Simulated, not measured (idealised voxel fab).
process module | voxel tone inversion
cross-section cut | 195 nm wide | cells 5 nm
A cross-section is a grid of square cells, given in bands from the top down. A band is one or more rows of cells.
Each band's line starts with the height of the band's top and of its bottom, in nm. Then come its materials from left to right, each with its width in nm. One material with "throughout" fills the band from edge to edge. "air" is empty space.
Height 0 is the level under which the wafer as received is all one material. The lowest band goes on downwards, as in "0 down".
A width such as "30 to 40" changes by the same amount from each row of cells to the next, from the band's top row to its bottom row.
"no change" after a step means that no cell of the cross-section changed.
closed voids: empty space of 8 cells or more with no open way to the top, each as width x height at its distance from the left edge, in nm
after a step's settings: what the simulator itself notes on the step
overlay nm, on a step with a mask: how far to the right of its planned place the mask lay; to the left if negative
plan
1 op RECEIVE | material Si
2 op CONFORMAL_DEP | material SiCN | thk nm 10
3 op DIRECTIONAL_DEP | material aC | thk nm 20
4 op PATTERN | tone cover | mask id POSTS | material resist | width nm 15 | pitch nm 45 | thk nm 25 | overlay nm 0
5 op DIRECTIONAL_ETCH | etch materials aC | depth nm 20
6 op STRIP | etch materials resist
7 op FILL_DEP | material lowk | thk nm 5
8 op CMP | height nm 30
9 op STRIP | etch materials aC
10 op CONFORMAL_DEP | material TiN | thk nm 5
11 op FILL_DEP | material Cu | thk nm 5
12 op CMP | height nm 30
13 op CONFORMAL_DEP | material SiCN | thk nm 5
as received, after step 1
  0 down: Si throughout
  closed voids: none
first wafer at the end, as planned
  35 to 30: SiCN throughout
  30 to 15: lowk 45 | TiN 5 | Cu 5 | TiN 5 | lowk 30 | TiN 5 | Cu 5 | TiN 5 | lowk 30 | TiN 5 | Cu 5 | TiN 5 | lowk 45
  15 to 10: lowk 45 | TiN 15 | lowk 30 | TiN 15 | lowk 30 | TiN 15 | lowk 45
  10 to 0: SiCN throughout
  0 down: Si throughout
  closed voids: none
second wafer at the end: like start, like plan, one mistake
  35 to 30: SiCN throughout
  30 to 15: Cu 40 | TiN 5 | lowk 15 | TiN 5 | Cu 20 | TiN 5 | lowk 15 | TiN 5 | Cu 20 | TiN 5 | lowk 15 | TiN 5 | Cu 40
  15 to 10: TiN 45 | lowk 15 | TiN 30 | lowk 15 | TiN 30 | lowk 15 | TiN 45
  10 to 0: SiCN throughout
  0 down: Si throughout
  closed voids: none
what went wrong: step 4 ran as: op PATTERN | tone open | mask id POSTS | material resist | width nm 15 | pitch nm 45 | thk nm 25 | overlay nm 0
at the end the second wafer has, in cells: 63 more of Cu | 21 more of TiN | 84 fewer of lowk
